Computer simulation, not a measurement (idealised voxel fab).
Name of the process module below: voxel self aligned contacts
In the cross-section labelled cut, the width is 280 nm and each square cell is 5 nm.
A cross-section in this document is a grid of square cells, and it is written down as bands, the top band listed before the ones below it; a band is made up of one or more rows of cells. This entry defines a band. It first specifies the height of the band's top and the height of its bottom in nm, and then specifies the band's materials from left to right, stating each material with its width in nm. The word "edge to edge" identifies a single material that fills the band from edge to edge, while the word "empty" identifies empty space. Heights are expressed relative to 0, this being the level below which the as-received wafer comprises one material exclusively. The lowest band is unbounded in the downward direction and is denoted as in "from 0 down". A width such as "30->40" changes by the same amount from each row of cells to the next, from the band's top row to its bottom row. What does "no modifications" mean for a step? It means no cell of the cross-section changed in that step. You'll see "Enclosed void list" listing empty spaces that have no way open to the top, as long as they're 8 cells or more; the notation is width x height at distance, where the distance is from the left edge, and all of it is in nm. That trailing text on a step's line, after the settings, is the simulator's own remark on the step. The "overlay nm" setting may appear on a step's line; for a step that uses a mask, it gives how far to the right of its planned position the mask lay, and a negative value indicates the left.

Planned step list for the process:
1) RECEIVE, material Si
2) OXIDIZE, depth nm 5
3) DIRECTIONAL_DEP, material polySi, thk nm 20
4) DIRECTIONAL_DEP, material SiN, thk nm 25
5) DIRECTIONAL_DEP, material aC, thk nm 10
6) PATTERN, tone cover, mask id GATE, material resist, width nm 30, pitch nm 75, thk nm 25, overlay nm 0
7) DIRECTIONAL_ETCH, etch materials aC, depth nm 10
8) STRIP, etch materials resist
9) DIRECTIONAL_ETCH, etch materials SiN, depth nm 25
10) DIRECTIONAL_ETCH, etch materials polySi, depth nm 20
11) STRIP, etch materials aC
12) CONFORMAL_DEP, material SiN, thk nm 10
13) DIRECTIONAL_ETCH, etch materials SiN, depth nm 10
14) FILL_DEP, material SiO2, thk nm 15
15) CMP, height nm 55
16) PATTERN, tone open, mask id CONTACT, material resist, width nm 55, thk nm 15, overlay nm 0
17) DIRECTIONAL_ETCH, etch materials SiO2, depth nm 60
18) STRIP, etch materials resist
19) CONFORMAL_DEP, material TiN, thk nm 5
20) FILL_DEP, material W, thk nm 10
21) CMP, height nm 55
22) CONFORMAL_DEP, material SiCN, thk nm 5

Below: the first of two wafers, run as planned:

Wafer cross-section on receipt, i.e. after step 1:
* from 0 down | Si edge to edge
* Enclosed void list: none

Step 2 complete: cross-section through the wafer:
* from 0 to -5 | SiO2 edge to edge
* Below -5, the layers are the same as they were.

Step 3 complete: cross-section through the wafer:
* from 20 to 0 | polySi edge to edge
* Below 0, the layers are the same as they were.

Step 4 complete: cross-section through the wafer:
* from 45 to 20 | SiN edge to edge
* Below 20, the layers are the same as they were.

Step 5 complete: cross-section through the wafer:
* from 55 to 45 | aC edge to edge
* Below 45, the layers are the same as they were.

Step 6 complete: cross-section through the wafer:
* from 80 to 55 | 85 of empty, then 30 of resist, then 45 of empty, then 30 of resist, then 90 of empty
* Below 55, the layers are the same as they were.

Step 7 complete: cross-section through the wafer:
* from 70 to 55 | 85 of empty, then 30 of resist, then 45 of empty, then 30 of resist, then 90 of empty
* from 55 to 45 | 85 of empty, then 30 of aC, then 45 of empty, then 30 of aC, then 90 of empty
* Below 45, the layers are the same as they were.

Step 8 complete: cross-section through the wafer:
* from 55 to 45 | 85 of empty, then 30 of aC, then 45 of empty, then 30 of aC, then 90 of empty
* Below 45, the layers are the same as they were.

Step 9 complete: cross-section through the wafer:
* from 55 to 45 | 85 of empty, then 30 of aC, then 45 of empty, then 30 of aC, then 90 of empty
* from 45 to 20 | 85 of empty, then 30 of SiN, then 45 of empty, then 30 of SiN, then 90 of empty
* Below 20, the layers are the same as they were.

Step 10 complete: cross-section through the wafer:
* from 55 to 45 | 85 of empty, then 30 of aC, then 45 of empty, then 30 of aC, then 90 of empty
* from 45 to 20 | 85 of empty, then 30 of SiN, then 45 of empty, then 30 of SiN, then 90 of empty
* from 20 to 0 | 85 of empty, then 30 of polySi, then 45 of empty, then 30 of polySi, then 90 of empty
* Below 0, the layers are the same as they were.

Step 11 complete: cross-section through the wafer:
* from 45 to 20 | 85 of empty, then 30 of SiN, then 45 of empty, then 30 of SiN, then 90 of empty
* Below 20, the layers are the same as they were.

Step 12 complete: cross-section through the wafer:
* from 55 to 20 | 75 of empty, then 50 of SiN, then 25 of empty, then 50 of SiN, then 80 of empty
* from 20 to 10 | 75 of empty, then 10 of SiN, then 30 of polySi, then 10 of SiN, then 25 of empty, then 10 of SiN, then 30 of polySi, then 10 of SiN, then 80 of empty
* from 10 to 0 | 85 of SiN, then 30 of polySi, then 45 of SiN, then 30 of polySi, then 90 of SiN
* Below 0, the layers are the same as they were.

Step 13 complete: cross-section through the wafer:
* from 45 to 20 | 75 of empty, then 50 of SiN, then 25 of empty, then 50 of SiN, then 80 of empty
* from 20 to 0 | 75 of empty, then 10 of SiN, then 30 of polySi, then 10 of SiN, then 25 of empty, then 10 of SiN, then 30 of polySi, then 10 of SiN, then 80 of empty
* Below 0, the layers are the same as they were.

Step 14 complete: cross-section through the wafer:
* from 60 to 45 | SiO2 edge to edge
* from 45 to 20 | 75 of SiO2, then 50 of SiN, then 25 of SiO2, then 50 of SiN, then 80 of SiO2
* from 20 to 0 | 75 of SiO2, then 10 of SiN, then 30 of polySi, then 10 of SiN, then 25 of SiO2, then 10 of SiN, then 30 of polySi, then 10 of SiN, then 80 of SiO2
* Below 0, the layers are the same as they were.

Step 15 complete: cross-section through the wafer:
* from 55 to 45 | SiO2 edge to edge
* Below 45, the layers are the same as they were.

Step 16 complete: cross-section through the wafer:
* from 70 to 55 | 110 of resist, then 55 of empty, then 115 of resist
* Below 55, the layers are the same as they were.

Step 17 complete: cross-section through the wafer:
* from 70 to 55 | 110 of resist, then 55 of empty, then 115 of resist
* from 55 to 45 | 110 of SiO2, then 55 of empty, then 115 of SiO2
* from 45 to 20 | 75 of SiO2, then 50 of SiN, then 25 of empty, then 50 of SiN, then 80 of SiO2
* from 20 to 0 | 75 of SiO2, then 10 of SiN, then 30 of polySi, then 10 of SiN, then 25 of empty, then 10 of SiN, then 30 of polySi, then 10 of SiN, then 80 of SiO2
* from 0 to -5 | 125 of SiO2, then 25 of empty, then 130 of SiO2
* Below -5, the layers are the same as they were.

Step 18 complete: cross-section through the wafer:
* from 55 to 45 | 110 of SiO2, then 55 of empty, then 115 of SiO2
* Below 45, the layers are the same as they were.

Step 19 complete: cross-section through the wafer:
* from 60 to 55 | 115 of TiN, then 45 of empty, then 120 of TiN
* from 55 to 45 | 110 of SiO2, then 5->20 of TiN, then 45->15 of empty, then 5->20 of TiN, then 115 of SiO2
* from 45 to 20 | 75 of SiO2, then 50 of SiN, then 5 of TiN, then 15 of empty, then 5 of TiN, then 50 of SiN, then 80 of SiO2
* from 20 to 0 | 75 of SiO2, then 10 of SiN, then 30 of polySi, then 10 of SiN, then 5 of TiN, then 15 of empty, then 5 of TiN, then 10 of SiN, then 30 of polySi, then 10 of SiN, then 80 of SiO2
* from 0 to -5 | 125 of SiO2, then 25 of TiN, then 130 of SiO2
* Below -5, the layers are the same as they were.

Step 20 complete: cross-section through the wafer:
* from 70 to 60 | W edge to edge
* from 60 to 55 | 115 of TiN, then 45 of W, then 120 of TiN
* from 55 to 45 | 110 of SiO2, then 5->20 of TiN, then 45->15 of W, then 5->20 of TiN, then 115 of SiO2
* from 45 to 20 | 75 of SiO2, then 50 of SiN, then 5 of TiN, then 15 of W, then 5 of TiN, then 50 of SiN, then 80 of SiO2
* from 20 to 0 | 75 of SiO2, then 10 of SiN, then 30 of polySi, then 10 of SiN, then 5 of TiN, then 15 of W, then 5 of TiN, then 10 of SiN, then 30 of polySi, then 10 of SiN, then 80 of SiO2
* Below 0, the layers are the same as they were.

Step 21 complete: cross-section through the wafer:
* from 55 to 45 | 110 of SiO2, then 5->20 of TiN, then 45->15 of W, then 5->20 of TiN, then 115 of SiO2
* Below 45, the layers are the same as they were.

Step 22 complete: cross-section through the wafer:
* from 60 to 55 | SiCN edge to edge
* Below 55, the layers are the same as they were.

Wafer two. Identical start, identical plan. One mistake in execution. Identical history through step 3:

Second wafer profile in section, at the moment step 4 of the plan was meant to be complete:
* from 55 to 20 | SiN edge to edge
* Below 20, the layers are the same as they were.

Second wafer profile in section, at the moment step 5 of the plan was meant to be complete:
* from 65 to 55 | aC edge to edge
* Below 55, the layers are the same as they were.

Second wafer profile in section, at the moment step 6 of the plan was meant to be complete:
* from 90 to 65 | 85 of empty, then 30 of resist, then 45 of empty, then 30 of resist, then 90 of empty
* Below 65, the layers are the same as they were.

Second wafer profile in section, at the moment step 7 of the plan was meant to be complete:
* from 80 to 65 | 85 of empty, then 30 of resist, then 45 of empty, then 30 of resist, then 90 of empty
* from 65 to 55 | 85 of empty, then 30 of aC, then 45 of empty, then 30 of aC, then 90 of empty
* Below 55, the layers are the same as they were.

Second wafer profile in section, at the moment step 8 of the plan was meant to be complete:
* from 65 to 55 | 85 of empty, then 30 of aC, then 45 of empty, then 30 of aC, then 90 of empty
* Below 55, the layers are the same as they were.

Second wafer profile in section, at the moment step 9 of the plan was meant to be complete:
* from 65 to 55 | 85 of empty, then 30 of aC, then 45 of empty, then 30 of aC, then 90 of empty
* from 55 to 30 | 85 of empty, then 30 of SiN, then 45 of empty, then 30 of SiN, then 90 of empty
* Below 30, the layers are the same as they were.

Second wafer profile in section, at the moment step 10 of the plan was meant to be complete: no modifications

Second wafer profile in section, at the moment step 11 of the plan was meant to be complete:
* from 55 to 30 | 85 of empty, then 30 of SiN, then 45 of empty, then 30 of SiN, then 90 of empty
* Below 30, the layers are the same as they were.

Second wafer profile in section, at the moment step 12 of the plan was meant to be complete:
* from 65 to 40 | 75 of empty, then 50 of SiN, then 25 of empty, then 50 of SiN, then 80 of empty
* from 40 to 20 | SiN edge to edge
* Below 20, the layers are the same as they were.

Second wafer profile in section, at the moment step 13 of the plan was meant to be complete:
* from 55 to 30 | 75 of empty, then 50 of SiN, then 25 of empty, then 50 of SiN, then 80 of empty
* Below 30, the layers are the same as they were.

Second wafer profile in section, at the moment step 14 of the plan was meant to be complete:
* from 70 to 55 | SiO2 edge to edge
* from 55 to 30 | 75 of SiO2, then 50 of SiN, then 25 of SiO2, then 50 of SiN, then 80 of SiO2
* Below 30, the layers are the same as they were.

Second wafer profile in section, at the moment step 15 of the plan was meant to be complete:
* from 55 to 30 | 75 of SiO2, then 50 of SiN, then 25 of SiO2, then 50 of SiN, then 80 of SiO2
* Below 30, the layers are the same as they were.

Second wafer profile in section, at the moment step 16 of the plan was meant to be complete:
* from 70 to 55 | 110 of resist, then 55 of empty, then 115 of resist
* Below 55, the layers are the same as they were.

Second wafer profile in section, at the moment step 17 of the plan was meant to be complete:
* from 70 to 55 | 110 of resist, then 55 of empty, then 115 of resist
* from 55 to 30 | 75 of SiO2, then 50 of SiN, then 25 of empty, then 50 of SiN, then 80 of SiO2
* Below 30, the layers are the same as they were.

Second wafer profile in section, at the moment step 18 of the plan was meant to be complete:
* from 55 to 30 | 75 of SiO2, then 50 of SiN, then 25 of empty, then 50 of SiN, then 80 of SiO2
* Below 30, the layers are the same as they were.

Second wafer profile in section, at the moment step 19 of the plan was meant to be complete:
* from 60 to 55 | 130 of TiN, then 15 of empty, then 135 of TiN
* from 55 to 35 | 75 of SiO2, then 50 of SiN, then 5 of TiN, then 15 of empty, then 5 of TiN, then 50 of SiN, then 80 of SiO2
* from 35 to 30 | 75 of SiO2, then 50 of SiN, then 25 of TiN, then 50 of SiN, then 80 of SiO2
* Below 30, the layers are the same as they were.

Second wafer profile in section, at the moment step 20 of the plan was meant to be complete:
* from 70 to 60 | W edge to edge
* from 60 to 55 | 130 of TiN, then 15 of W, then 135 of TiN
* from 55 to 35 | 75 of SiO2, then 50 of SiN, then 5 of TiN, then 15 of W, then 5 of TiN, then 50 of SiN, then 80 of SiO2
* Below 35, the layers are the same as they were.

Second wafer profile in section, at the moment step 21 of the plan was meant to be complete:
* from 55 to 35 | 75 of SiO2, then 50 of SiN, then 5 of TiN, then 15 of W, then 5 of TiN, then 50 of SiN, then 80 of SiO2
* Below 35, the layers are the same as they were.

Second wafer profile in section, at the moment step 22 of the plan was meant to be complete:
* from 60 to 55 | SiCN edge to edge
* Below 55, the layers are the same as they were.
Processing error: planned and actual differ for step 4; actual: DIRECTIONAL_DEP, material SiN, thk nm 35
Counted in cells at the end, the second wafer holds more or fewer of these materials than the first: SiN: 80 more; SiO2: 209 fewer; TiN: 20 fewer; W: 27 fewer; polySi: 176 more
